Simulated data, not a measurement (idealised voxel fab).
process module | voxel wiring stack
cross-section cut | 225 nm wide | cells 5 nm
A cross-section is a grid of square cells, given in bands from the top down. A band is one or more rows of cells.
Each band's line starts with the height of the band's top and of its bottom, in nm. Then come its materials from left to right, each with its width in nm. One material with "throughout" fills the band from edge to edge. "air" is empty space.
Height 0 is the level under which the wafer as received is all one material. The lowest band goes on downwards, as in "0 down".
A width such as "30 to 40" changes by the same amount from each row of cells to the next, from the band's top row to its bottom row.
"no change" after a step means that no cell of the cross-section changed.
closed voids: empty space of 8 cells or more with no open way to the top, each as width x height at its distance from the left edge, in nm
after a step's settings: what the simulator itself notes on the step
overlay nm, on a step with a mask: how far to the right of its planned place the mask lay; to the left if negative
plan
1 op RECEIVE | material Si
2 op CONFORMAL_DEP | material SiO2 | thk nm 10
3 op CONFORMAL_DEP | material SiCN | thk nm 5
4 op DIRECTIONAL_DEP | material SiO2 | thk nm 15
5 op DIRECTIONAL_DEP | material aC | thk nm 15
6 op PATTERN | tone open | mask id METAL_1 | material resist | width nm 25 | pitch nm 50 | thk nm 30 | overlay nm 0
7 op DIRECTIONAL_ETCH | etch materials aC | depth nm 15
8 op STRIP | etch materials resist
9 op DIRECTIONAL_ETCH | etch materials SiO2 | depth nm 15
10 op DIRECTIONAL_ETCH | etch materials SiCN | depth nm 5
11 op STRIP | etch materials aC
12 op CONFORMAL_DEP | material TiN | thk nm 5
13 op FILL_DEP | material Cu | thk nm 10
14 op CMP | height nm 30
15 op CONFORMAL_DEP | material SiCN | thk nm 5
16 op DIRECTIONAL_DEP | material lowk | thk nm 15
17 op MASKED_ETCH | tone open | mask id PLUG_1 | width nm 15 | pitch nm 50 | etch materials lowk | depth nm 15 | overlay nm 0
18 op MASKED_ETCH | tone open | mask id PLUG_1 | width nm 15 | pitch nm 50 | etch materials SiCN | depth nm 5 | overlay nm 0
19 op CONFORMAL_DEP | material TiN | thk nm 5
20 op FILL_DEP | material Ru | thk nm 10
21 op CMP | height nm 50
22 op DIRECTIONAL_DEP | material TiN | thk nm 5
23 op DIRECTIONAL_DEP | material W | thk nm 15
24 op PATTERN | tone cover | mask id METAL_2 | material resist | width nm 25 | pitch nm 50 | thk nm 20 | overlay nm 0
25 op DIRECTIONAL_ETCH | etch materials W | depth nm 15
26 op DIRECTIONAL_ETCH | etch materials TiN | depth nm 5
27 op STRIP | etch materials resist
28 op CONFORMAL_DEP | material SiN | thk nm 5
29 op FILL_DEP | material lowk | thk nm 5
30 op CMP | height nm 70
31 op CONFORMAL_DEP | material SiCN | thk nm 5
first wafer, as planned
as received, after step 1
  0 down: Si throughout
  closed voids: none
after step 2
  10 to 0: SiO2 throughout
  below 0: unchanged
after step 3
  15 to 10: SiCN throughout
  below 10: unchanged
after step 4
  30 to 15: SiO2 throughout
  below 15: unchanged
after step 5
  45 to 30: aC throughout
  below 30: unchanged
after step 6
  75 to 45: resist 75 | air 25 | resist 25 | air 25 | resist 75
  below 45: unchanged
after step 7
  60 to 45: resist 75 | air 25 | resist 25 | air 25 | resist 75
  45 to 30: aC 75 | air 25 | aC 25 | air 25 | aC 75
  below 30: unchanged
after step 8
  45 to 30: aC 75 | air 25 | aC 25 | air 25 | aC 75
  below 30: unchanged
after step 9
  45 to 30: aC 75 | air 25 | aC 25 | air 25 | aC 75
  30 to 15: SiO2 75 | air 25 | SiO2 25 | air 25 | SiO2 75
  below 15: unchanged
after step 10
  45 to 30: aC 75 | air 25 | aC 25 | air 25 | aC 75
  30 to 15: SiO2 75 | air 25 | SiO2 25 | air 25 | SiO2 75
  15 to 10: SiCN 75 | air 25 | SiCN 25 | air 25 | SiCN 75
  below 10: unchanged
after step 11
  30 to 15: SiO2 75 | air 25 | SiO2 25 | air 25 | SiO2 75
  below 15: unchanged
after step 12
  35 to 30: TiN 80 | air 15 | TiN 35 | air 15 | TiN 80
  30 to 15: SiO2 75 | TiN 5 | air 15 | TiN 5 | SiO2 25 | TiN 5 | air 15 | TiN 5 | SiO2 75
  15 to 10: SiCN 75 | TiN 25 | SiCN 25 | TiN 25 | SiCN 75
  below 10: unchanged
after step 13
  45 to 35: Cu throughout
  35 to 30: TiN 80 | Cu 15 | TiN 35 | Cu 15 | TiN 80
  30 to 15: SiO2 75 | TiN 5 | Cu 15 | TiN 5 | SiO2 25 | TiN 5 | Cu 15 | TiN 5 | SiO2 75
  below 15: unchanged
after step 14
  30 to 15: SiO2 75 | TiN 5 | Cu 15 | TiN 5 | SiO2 25 | TiN 5 | Cu 15 | TiN 5 | SiO2 75
  below 15: unchanged
after step 15
  35 to 30: SiCN throughout
  below 30: unchanged
after step 16
  50 to 35: lowk throughout
  below 35: unchanged
after step 17
  50 to 35: lowk 75 | air 15 | lowk 35 | air 15 | lowk 85
  below 35: unchanged
after step 18
  50 to 35: lowk 75 | air 15 | lowk 35 | air 15 | lowk 85
  35 to 30: SiCN 75 | air 15 | SiCN 35 | air 15 | SiCN 85
  below 30: unchanged
after step 19
  55 to 50: TiN 80 | air 5 | TiN 45 | air 5 | TiN 90
  50 to 35: lowk 75 | TiN 5 | air 5 | TiN 5 | lowk 35 | TiN 5 | air 5 | TiN 5 | lowk 85
  35 to 30: SiCN 75 | TiN 15 | SiCN 35 | TiN 15 | SiCN 85
  below 30: unchanged
after step 20
  65 to 55: Ru throughout
  55 to 50: TiN 80 | Ru 5 | TiN 45 | Ru 5 | TiN 90
  50 to 35: lowk 75 | TiN 5 | Ru 5 | TiN 5 | lowk 35 | TiN 5 | Ru 5 | TiN 5 | lowk 85
  below 35: unchanged
after step 21
  50 to 35: lowk 75 | TiN 5 | Ru 5 | TiN 5 | lowk 35 | TiN 5 | Ru 5 | TiN 5 | lowk 85
  below 35: unchanged
after step 22
  55 to 50: TiN throughout
  below 50: unchanged
after step 23
  70 to 55: W throughout
  below 55: unchanged
after step 24
  90 to 70: air 75 | resist 25 | air 25 | resist 25 | air 75
  below 70: unchanged
after step 25
  90 to 70: air 75 | resist 25 | air 25 | resist 25 | air 75
  70 to 55: air 75 | W 25 | air 25 | W 25 | air 75
  below 55: unchanged
after step 26
  90 to 70: air 75 | resist 25 | air 25 | resist 25 | air 75
  70 to 55: air 75 | W 25 | air 25 | W 25 | air 75
  55 to 50: air 75 | TiN 25 | air 25 | TiN 25 | air 75
  below 50: unchanged
after step 27
  70 to 55: air 75 | W 25 | air 25 | W 25 | air 75
  below 55: unchanged
after step 28
  75 to 70: air 70 | SiN 35 | air 15 | SiN 35 | air 70
  70 to 55: air 70 | SiN 5 | W 25 | SiN 5 | air 15 | SiN 5 | W 25 | SiN 5 | air 70
  55 to 50: SiN 75 | TiN 25 | SiN 25 | TiN 25 | SiN 75
  below 50: unchanged
after step 29
  80 to 75: lowk throughout
  75 to 70: lowk 70 | SiN 35 | lowk 15 | SiN 35 | lowk 70
  70 to 55: lowk 70 | SiN 5 | W 25 | SiN 5 | lowk 15 | SiN 5 | W 25 | SiN 5 | lowk 70
  below 55: unchanged
after step 30
  70 to 55: lowk 70 | SiN 5 | W 25 | SiN 5 | lowk 15 | SiN 5 | W 25 | SiN 5 | lowk 70
  below 55: unchanged
after step 31
  75 to 70: SiCN throughout
  below 70: unchanged
second wafer: like start, like plan, one mistake. Through step 13 it matches the first wafer
when step 14 should have ended
  30 to 15: SiO2 75 | TiN 5 | Cu 15 | TiN 5 | SiO2 25 | TiN 5 | Cu 15 | TiN 5 | SiO2 75
  below 15: unchanged
when step 15 should have ended
  35 to 30: SiCN throughout
  below 30: unchanged
when step 16 should have ended
  50 to 35: lowk throughout
  below 35: unchanged
when step 17 should have ended
  50 to 35: lowk 75 | air 15 | lowk 35 | air 15 | lowk 85
  below 35: unchanged
when step 18 should have ended
  50 to 35: lowk 75 | air 15 | lowk 35 | air 15 | lowk 85
  35 to 30: SiCN 75 | air 15 | SiCN 35 | air 15 | SiCN 85
  below 30: unchanged
when step 19 should have ended
  55 to 50: TiN 80 | air 5 | TiN 45 | air 5 | TiN 90
  50 to 35: lowk 75 | TiN 5 | air 5 | TiN 5 | lowk 35 | TiN 5 | air 5 | TiN 5 | lowk 85
  35 to 30: SiCN 75 | TiN 15 | SiCN 35 | TiN 15 | SiCN 85
  below 30: unchanged
when step 20 should have ended
  65 to 55: Ru throughout
  55 to 50: TiN 80 | Ru 5 | TiN 45 | Ru 5 | TiN 90
  50 to 35: lowk 75 | TiN 5 | Ru 5 | TiN 5 | lowk 35 | TiN 5 | Ru 5 | TiN 5 | lowk 85
  below 35: unchanged
when step 21 should have ended
  50 to 35: lowk 75 | TiN 5 | Ru 5 | TiN 5 | lowk 35 | TiN 5 | Ru 5 | TiN 5 | lowk 85
  below 35: unchanged
when step 22 should have ended
  55 to 50: TiN throughout
  below 50: unchanged
when step 23 should have ended
  70 to 55: W throughout
  below 55: unchanged
when step 24 should have ended
  90 to 70: air 75 | resist 25 | air 25 | resist 25 | air 75
  below 70: unchanged
when step 25 should have ended
  90 to 70: air 75 | resist 25 | air 25 | resist 25 | air 75
  70 to 55: air 75 | W 25 | air 25 | W 25 | air 75
  below 55: unchanged
when step 26 should have ended
  90 to 70: air 75 | resist 25 | air 25 | resist 25 | air 75
  70 to 55: air 75 | W 25 | air 25 | W 25 | air 75
  55 to 50: air 75 | TiN 25 | air 25 | TiN 25 | air 75
  below 50: unchanged
when step 27 should have ended
  70 to 55: air 75 | W 25 | air 25 | W 25 | air 75
  below 55: unchanged
when step 28 should have ended
  75 to 70: air 70 | SiN 35 | air 15 | SiN 35 | air 70
  70 to 55: air 70 | SiN 5 | W 25 | SiN 5 | air 15 | SiN 5 | W 25 | SiN 5 | air 70
  55 to 50: SiN 75 | TiN 25 | SiN 25 | TiN 25 | SiN 75
  below 50: unchanged
when step 29 should have ended
  80 to 75: lowk throughout
  75 to 70: lowk 70 | SiN 35 | lowk 15 | SiN 35 | lowk 70
  70 to 55: lowk 70 | SiN 5 | W 25 | SiN 5 | lowk 15 | SiN 5 | W 25 | SiN 5 | lowk 70
  below 55: unchanged
when step 30 should have ended
  70 to 55: lowk 70 | SiN 5 | W 25 | SiN 5 | lowk 15 | SiN 5 | W 25 | SiN 5 | lowk 70
  below 55: unchanged
when step 31 should have ended
  75 to 70: SiCN throughout
  below 70: unchanged
what went wrong: step 14 was run twice
at the end the two cross-sections are the same: no effect in what this model computes
